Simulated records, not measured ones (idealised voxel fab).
process module | voxel self aligned contacts
This is section cut - it's 250 nm across, gridded in 5 nm square cells.
Just so we're on the same page, the cross-sections are grids of square cells, and they're listed out in bands top to bottom, each band one or more rows deep.
Each band's line starts with the height of the band's top and of its bottom, in nm. Then come its materials from left to right, each with its width in nm. One material with "all across" fills the band from edge to edge. "air" is empty space.
Below 0: as-received wafer, all one material; heights counted from there. Lowest band: no bottom, goes on down, written "from 0 down".
You'd read "30 to 40" like this: the band's top row of cells is as wide as the first number, its bottom row is as wide as the second, and going down, every row changes width by the same amount as the row before did.
Step marked "nothing different"? Then no cell in the cross-section changed in it.
"Enclosed void entries": sealed empty spaces, 8 cells or more, no open way to top, listed width x height at distance, with distance from the left edge and width, height and distance in nm.
after a step's settings: what the simulator itself notes on the step
What "overlay nm" on a step's line means: if the step has a mask, that mask lay this far to the right of its planned place, or, when the value is negative, to the left.
Planned process steps
1. RECEIVE [material Si]
2. OXIDIZE [depth nm 5]
3. DIRECTIONAL_DEP [material polySi] [thk nm 25]
4. DIRECTIONAL_DEP [material SiN] [thk nm 25]
5. DIRECTIONAL_DEP [material aC] [thk nm 15]
6. PATTERN [tone cover] [mask id GATE] [material resist] [width nm 35] [pitch nm 75] [thk nm 35] [overlay nm 0]
7. DIRECTIONAL_ETCH [etch materials aC] [depth nm 15]
8. STRIP [etch materials resist]
9. DIRECTIONAL_ETCH [etch materials SiN] [depth nm 25]
10. DIRECTIONAL_ETCH [etch materials polySi] [depth nm 25]
11. STRIP [etch materials aC]
12. CONFORMAL_DEP [material SiN] [thk nm 10]
13. DIRECTIONAL_ETCH [etch materials SiN] [depth nm 10]
14. FILL_DEP [material SiO2] [thk nm 15]
15. CMP [height nm 55]
16. MASKED_ETCH [tone open] [mask id CONTACT] [width nm 60] [etch materials SiO2] [depth nm 60] [overlay nm 0]
17. CONFORMAL_DEP [material TiN] [thk nm 5]
18. FILL_DEP [material Ru] [thk nm 5]
19. CMP [height nm 55]
20. CONFORMAL_DEP [material SiN] [thk nm 5]
Wafer as received: cross-section following step 1
  from 0 down = Si all across
  Enclosed void entries: none
Cross-section at module end, one run error; start and plan unchanged from above
  from 60 to 55 = SiN all across
  from 55 to 50 = SiO2 95 | TiN 25 | Ru 10 | TiN 25 | SiO2 95
  from 50 to 30 = SiO2 60 | SiN 10 | polySi 35 | SiN 10 | TiN 5 | Ru 10 | TiN 5 | SiN 10 | polySi 35 | SiN 10 | SiO2 60
  from 30 to 25 = SiO2 60 | SiN 10 | polySi 35 | SiN 10 | TiN 20 | SiN 10 | polySi 35 | SiN 10 | SiO2 60
  from 25 to 0 = SiN all across
  from 0 to -5 = SiO2 all across
  from -5 down = Si all across
  Enclosed void entries: none
The plan and the run diverged here: steps 3 and 4 were swapped
